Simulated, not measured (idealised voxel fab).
voxel air gaps: a process module
The figure presents cross-section cut, which has a width of 205 nm and is divided into square cells with an edge length of 5 nm.
In this document a cross-section is written as a grid of square cells. It is given as a series of bands, listed from the top down, and a band is one or more rows of cells. It is stipulated that each band's entry specify, in nanometres, the height of the top of the band and then that of its bottom, followed by the materials of the band in left-to-right sequence, each together with its width in nanometres. A single material marked by the word "everywhere" is understood to fill the band from edge to edge; the word "air" is understood to denote empty space. Heads up on the height convention: 0 is the point under which the incoming wafer is all one material, and the lowest band has no bottom, it just keeps going down, like "0 -> down". A width given as "30->40" starts at the first number in the band's top row and ends at the second number in its bottom row, shifting by an equal amount at every step from row to row. The designation "no alteration", where it is given for a processing step, indicates that no cell of the cross-section was altered in the course of that step. "Cavities, sealed" - sealed voids, min. 8 cells, no opening to top; format: width x height at distance (distance from left edge; nm throughout). Step line, after settings: the simulator's comment on this step. The line of a step may include "overlay nm". On a step with a mask, this value is how far to the right of its planned place the mask lay. A negative value means the mask lay to the left.
-- plan
1. RECEIVE with material Si
2. CONFORMAL_DEP with material SiO2, thk nm 10
3. CONFORMAL_DEP with material SiN, thk nm 5
4. DIRECTIONAL_DEP with material lowk, thk nm 35
5. PATTERN with tone open, mask id LINES, material resist, width nm 15, pitch nm 50, thk nm 20, overlay nm 0
6. DIRECTIONAL_ETCH with etch materials lowk, depth nm 35
7. STRIP with etch materials resist
8. CONFORMAL_DEP with material TiN, thk nm 5
9. FILL_DEP with material Cu, thk nm 10
10. CMP with height nm 50
11. EPI with material Ru, thk nm 10
12. SELECTIVE_ETCH with etch materials lowk, depth nm 45
13. CONFORMAL_DEP with material SiCN, thk nm 5
The width nm used in step 5 is not the same on every wafer, whereas the starting condition is; the value printed in the plan is the first wafer's.
-- first wafer as received, after step 1
    0 -> down  Si everywhere
    Cavities, sealed: none
-- At the end of the module, after its last step, step 13, the first of several wafers appears in cross-section as follows
    65 -> 60  air (30) / SiCN (45) / air (5) / SiCN (45) / air (5) / SiCN (45) / air (30)
    60 -> 50  air (30) / SiCN (5) / Ru (35) / SiCN (5) / air (5) / SiCN (5) / Ru (35) / SiCN (5) / air (5) / SiCN (5) / Ru (35) / SiCN (5) / air (30)
    50 -> 45  air (30) / SiCN (15) / TiN (5) / Cu (5) / TiN (5) / SiCN (15) / air (5) / SiCN (15) / TiN (5) / Cu (5) / TiN (5) / SiCN (15) / air (5) / SiCN (15) / TiN (5) / Cu (5) / TiN (5) / SiCN (15) / air (30)
    45 -> 20  air (40) / SiCN (5) / TiN (5) / Cu (5) / TiN (5) / SiCN (5) / air (25) / SiCN (5) / TiN (5) / Cu (5) / TiN (5) / SiCN (5) / air (25) / SiCN (5) / TiN (5) / Cu (5) / TiN (5) / SiCN (5) / air (40)
    20 -> 15  SiCN (45) / TiN (15) / SiCN (35) / TiN (15) / SiCN (35) / TiN (15) / SiCN (45)
    15 -> 10  SiN everywhere
    10 -> 0  SiO2 everywhere
    0 -> down  Si everywhere
    Cavities, sealed: none
-- Final wafer of several, shown in cross-section at the end of the module
    65 -> 60  air (20) / SiCN (165) / air (20)
    60 -> 50  air (20) / SiCN (5) / Ru (155) / SiCN (5) / air (20)
    50 -> 45  air (20) / SiCN (15) / TiN (5) / Cu (25) / TiN (5) / lowk (15) / TiN (5) / Cu (25) / TiN (5) / lowk (15) / TiN (5) / Cu (25) / TiN (5) / SiCN (15) / air (20)
    45 -> 20  air (30) / SiCN (5) / TiN (5) / Cu (25) / TiN (5) / lowk (15) / TiN (5) / Cu (25) / TiN (5) / lowk (15) / TiN (5) / Cu (25) / TiN (5) / SiCN (5) / air (30)
    20 -> 15  SiCN (35) / TiN (35) / lowk (15) / TiN (35) / lowk (15) / TiN (35) / SiCN (35)
    15 -> 10  SiN everywhere
    10 -> 0  SiO2 everywhere
    0 -> down  Si everywhere
    Cavities, sealed: none
-- each wafer at the end: cells of each material gained (+) or lost (-) since it was received, then its closed voids
width nm 15, +18 Cu, +42 Ru, +119 SiCN, +41 SiN, +82 SiO2, +45 TiN, Cavities, sealed: none
width nm 20, +36 Cu, +48 Ru, +119 SiCN, +41 SiN, +82 SiO2, +48 TiN, Cavities, sealed: 20 x 25 at 65; 20 x 25 at 115
width nm 25, +54 Cu, +54 Ru, +111 SiCN, +41 SiN, +82 SiO2, +51 TiN, Cavities, sealed: 15 x 25 at 70; 15 x 25 at 120
width nm 30, +72 Cu, +60 Ru, +67 SiCN, +41 SiN, +82 SiO2, +54 TiN, +56 lowk, Cavities, sealed: none
width nm 35, +90 Cu, +62 Ru, +67 SiCN, +41 SiN, +82 SiO2, +57 TiN, +42 lowk, Cavities, sealed: none
